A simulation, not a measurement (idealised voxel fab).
process module | voxel local oxidation
cross-section cut | 205 nm wide | cells 5 nm
A cross-section is a grid of square cells, given in bands from the top down. A band is one or more rows of cells.
Each band's line starts with the height of the band's top and of its bottom, in nm. Then come its materials from left to right, each with its width in nm. One material with "throughout" fills the band from edge to edge. "air" is empty space.
Height 0 is the level under which the wafer as received is all one material. The lowest band goes on downwards, as in "0 down".
A width such as "30 to 40" changes by the same amount from each row of cells to the next, from the band's top row to its bottom row.
"no change" after a step means that no cell of the cross-section changed.
closed voids: empty space of 8 cells or more with no open way to the top, each as width x height at its distance from the left edge, in nm
after a step's settings: what the simulator itself notes on the step
overlay nm, on a step with a mask: how far to the right of its planned place the mask lay; to the left if negative
plan
1 op RECEIVE | material Si
2 op OXIDIZE | depth nm 5
3 op CONFORMAL_DEP | material SiN | thk nm 15
4 op DIRECTIONAL_DEP | material aC | thk nm 10
5 op PATTERN | tone cover | mask id ACTIVE | material resist | width nm 130 | thk nm 30 | overlay nm 0
6 op DIRECTIONAL_ETCH | etch materials aC | depth nm 10
7 op STRIP | etch materials resist
8 op DIRECTIONAL_ETCH | etch materials SiN | depth nm 15
9 op STRIP | etch materials aC
10 op SELECTIVE_ETCH | etch materials SiO2 | depth nm 5
11 op OXIDIZE | depth nm 10
12 op STRIP | etch materials SiN
as received, after step 1
  0 down: Si throughout
  closed voids: none
a wafer at the end: this start, this plan, one mistake
  0 to -5: air 40 | SiO2 120 | air 45
  -5 to -20: SiO2 55 | Si 90 | SiO2 60
  -20 down: Si throughout
  closed voids: none
what went wrong: step 11 ran as: op OXIDIZE | depth nm 15
